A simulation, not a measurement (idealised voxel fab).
process module | voxel transistor to metal
cross-section cut | 180 nm wide | cells 5 nm
A cross-section is a grid of square cells, given in bands from the top down. A band is one or more rows of cells.
Each band's line starts with the height of the band's top and of its bottom, in nm. Then come its materials from left to right, each with its width in nm. One material with "throughout" fills the band from edge to edge. "air" is empty space.
Height 0 is the level under which the wafer as received is all one material. The lowest band goes on downwards, as in "0 down".
A width such as "30 to 40" changes by the same amount from each row of cells to the next, from the band's top row to its bottom row.
"no change" after a step means that no cell of the cross-section changed.
closed voids: empty space of 8 cells or more with no open way to the top, each as width x height at its distance from the left edge, in nm
after a step's settings: what the simulator itself notes on the step
overlay nm, on a step with a mask: how far to the right of its planned place the mask lay; to the left if negative
plan
1 op RECEIVE | material Si
2 op CONFORMAL_DEP | material SiO2 | thk nm 5
3 op CONFORMAL_DEP | material SiN | thk nm 10
4 op PATTERN | tone cover | mask id ACTIVE | material resist | width nm 105 | thk nm 20 | overlay nm 0
5 op DIRECTIONAL_ETCH | etch materials SiN | depth nm 10
6 op DIRECTIONAL_ETCH | etch materials SiO2 | depth nm 5
7 op DIRECTIONAL_ETCH | etch materials Si | depth nm 20
8 op STRIP | etch materials resist
9 op OXIDIZE | depth nm 5
10 op FILL_DEP | material SiO2 | thk nm 10
11 op CMP | height nm 15
12 op SELECTIVE_ETCH | etch materials SiO2 | depth nm 5
13 op STRIP | etch materials SiN
14 op SELECTIVE_ETCH | etch materials SiO2 | depth nm 5
15 op OXIDIZE | depth nm 5
16 op DIRECTIONAL_DEP | material polySi | thk nm 20
17 op DIRECTIONAL_DEP | material SiCN | thk nm 10
18 op PATTERN | tone cover | mask id GATE | material resist | width nm 25 | thk nm 20 | overlay nm 0
19 op DIRECTIONAL_ETCH | etch materials SiCN | depth nm 20
20 op DIRECTIONAL_ETCH | etch materials polySi | depth nm 30
21 op STRIP | etch materials resist
22 op CONFORMAL_DEP | material SiN | thk nm 10
23 op DIRECTIONAL_ETCH | etch materials SiN | depth nm 10
24 op DIRECTIONAL_ETCH | etch materials SiO2 | depth nm 5
25 op DIRECTIONAL_ETCH | etch materials Si | depth nm 10
26 op EPI | material nSi | thk nm 10
27 op FILL_DEP | material SiO2 | thk nm 10
28 op CMP | height nm 30
29 op DIRECTIONAL_DEP | material SiO2 | thk nm 10
30 op DIRECTIONAL_DEP | material aC | thk nm 15
31 op PATTERN | tone open | mask id CONTACT | material resist | width nm 25 | pitch nm 60 | thk nm 35 | overlay nm 0
32 op DIRECTIONAL_ETCH | etch materials aC | depth nm 15
33 op STRIP | etch materials resist
34 op DIRECTIONAL_ETCH | etch materials SiO2 | depth nm 45
35 op STRIP | etch materials aC
36 op CONFORMAL_DEP | material TiN | thk nm 5
37 op FILL_DEP | material Ru | thk nm 10
38 op CMP | height nm 40
39 op DIRECTIONAL_DEP | material TiN | thk nm 5
40 op DIRECTIONAL_DEP | material W | thk nm 25
41 op DIRECTIONAL_DEP | material aC | thk nm 15
42 op PATTERN | tone cover | mask id METAL_1 | material resist | width nm 15 | pitch nm 70 | thk nm 35 | overlay nm 0
43 op DIRECTIONAL_ETCH | etch materials aC | depth nm 15
44 op STRIP | etch materials resist
45 op DIRECTIONAL_ETCH | etch materials W | depth nm 25
46 op DIRECTIONAL_ETCH | etch materials TiN | depth nm 5
47 op STRIP | etch materials aC
48 op CONFORMAL_DEP | material SiN | thk nm 5
49 op FILL_DEP | material lowk | thk nm 10
50 op CMP | height nm 70
51 op CONFORMAL_DEP | material SiCN | thk nm 5
52 op DIRECTIONAL_DEP | material lowk | thk nm 30
53 op DIRECTIONAL_DEP | material aC | thk nm 15
54 op PATTERN | tone open | mask id METAL_2 | material resist | width nm 15 | pitch nm 70 | thk nm 35 | overlay nm 0
55 op DIRECTIONAL_ETCH | etch materials aC | depth nm 15
56 op STRIP | etch materials resist
57 op DIRECTIONAL_ETCH | etch materials lowk | depth nm 15
58 op STRIP | etch materials aC
59 op MASKED_ETCH | tone open | mask id METAL_2_HOLES | width nm 15 | pitch nm 70 | etch materials lowk | depth nm 15 | overlay nm 0
60 op MASKED_ETCH | tone open | mask id METAL_2_HOLES | width nm 15 | pitch nm 70 | etch materials SiCN | depth nm 5 | overlay nm 0
61 op CONFORMAL_DEP | material TiN | thk nm 5
62 op FILL_DEP | material Cu | thk nm 10
63 op CMP | height nm 105
64 op CONFORMAL_DEP | material SiCN | thk nm 5
as received, after step 1
  0 down: Si throughout
  closed voids: none
first wafer at the end, as planned
  110 to 105: SiCN throughout
  105 to 75: lowk 45 | TiN 5 | Cu 5 | TiN 5 | lowk 55 | TiN 5 | Cu 5 | TiN 5 | lowk 50
  75 to 70: SiCN 45 | TiN 15 | SiCN 55 | TiN 15 | SiCN 50
  70 to 45: lowk 40 | SiN 5 | W 15 | SiN 5 | lowk 45 | SiN 5 | W 15 | SiN 5 | lowk 45
  45 to 40: SiN 45 | TiN 15 | SiN 55 | TiN 15 | SiN 50
  40 to 30: SiO2 45 | TiN 5 | Ru 15 to 10 | TiN 5 to 10 | SiO2 35 | TiN 5 to 10 | Ru 15 to 10 | TiN 5 | SiO2 50
  30 to 20: SiO2 45 | TiN 5 | Ru 10 | TiN 5 | SiN 10 | SiCN 25 | SiN 10 | TiN 5 | Ru 10 | TiN 5 | SiO2 50
  20 to 10: SiO2 45 | TiN 5 | Ru 10 | TiN 5 | SiN 10 | polySi 25 | SiN 10 | TiN 5 | Ru 10 | TiN 5 | SiO2 50
  10 to 5: SiO2 45 | TiN 20 | SiN 10 | polySi 25 | SiN 10 | TiN 20 | SiO2 50
  5 to 0: SiO2 30 | SiN 10 | SiO2 5 | TiN 10 | nSi 10 | SiN 10 | polySi 25 | SiN 10 | nSi 10 | TiN 10 | SiO2 5 | SiN 10 | SiO2 35
  0 to -5: SiO2 45 | TiN 10 | nSi 10 | SiO2 45 | nSi 10 | TiN 10 | SiO2 50
  -5 to -15: SiO2 40 | nSi 25 | Si 45 | nSi 25 | SiO2 45
  -15 to -25: SiO2 40 | Si 95 | SiO2 45
  -25 down: Si throughout
  closed voids: none
second wafer at the end: like start, like plan, one mistake
  110 to 105: SiCN throughout
  105 to 95: lowk 45 | TiN 5 | Cu 5 | TiN 5 | lowk 55 | TiN 5 | Cu 5 | TiN 5 | lowk 50
  95 to 90: lowk 45 | TiN 15 | lowk 55 | TiN 15 | lowk 50
  90 to 75: aC throughout
  75 to 70: SiCN throughout
  70 to 45: lowk 40 | SiN 5 | W 15 | SiN 5 | lowk 45 | SiN 5 | W 15 | SiN 5 | lowk 45
  45 to 40: SiN 45 | TiN 15 | SiN 55 | TiN 15 | SiN 50
  40 to 30: SiO2 45 | TiN 5 | Ru 15 to 10 | TiN 5 to 10 | SiO2 35 | TiN 5 to 10 | Ru 15 to 10 | TiN 5 | SiO2 50
  30 to 20: SiO2 45 | TiN 5 | Ru 10 | TiN 5 | SiN 10 | SiCN 25 | SiN 10 | TiN 5 | Ru 10 | TiN 5 | SiO2 50
  20 to 10: SiO2 45 | TiN 5 | Ru 10 | TiN 5 | SiN 10 | polySi 25 | SiN 10 | TiN 5 | Ru 10 | TiN 5 | SiO2 50
  10 to 5: SiO2 45 | TiN 20 | SiN 10 | polySi 25 | SiN 10 | TiN 20 | SiO2 50
  5 to 0: SiO2 30 | SiN 10 | SiO2 5 | TiN 10 | nSi 10 | SiN 10 | polySi 25 | SiN 10 | nSi 10 | TiN 10 | SiO2 5 | SiN 10 | SiO2 35
  0 to -5: SiO2 45 | TiN 10 | nSi 10 | SiO2 45 | nSi 10 | TiN 10 | SiO2 50
  -5 to -15: SiO2 40 | nSi 25 | Si 45 | nSi 25 | SiO2 45
  -15 to -25: SiO2 40 | Si 95 | SiO2 45
  -25 down: Si throughout
  closed voids: none
what went wrong: steps 52 and 53 were swapped
at the end the second wafer has, in cells: 8 fewer of Cu | 6 more of SiCN | 16 fewer of TiN | 108 more of aC | 90 fewer of lowk
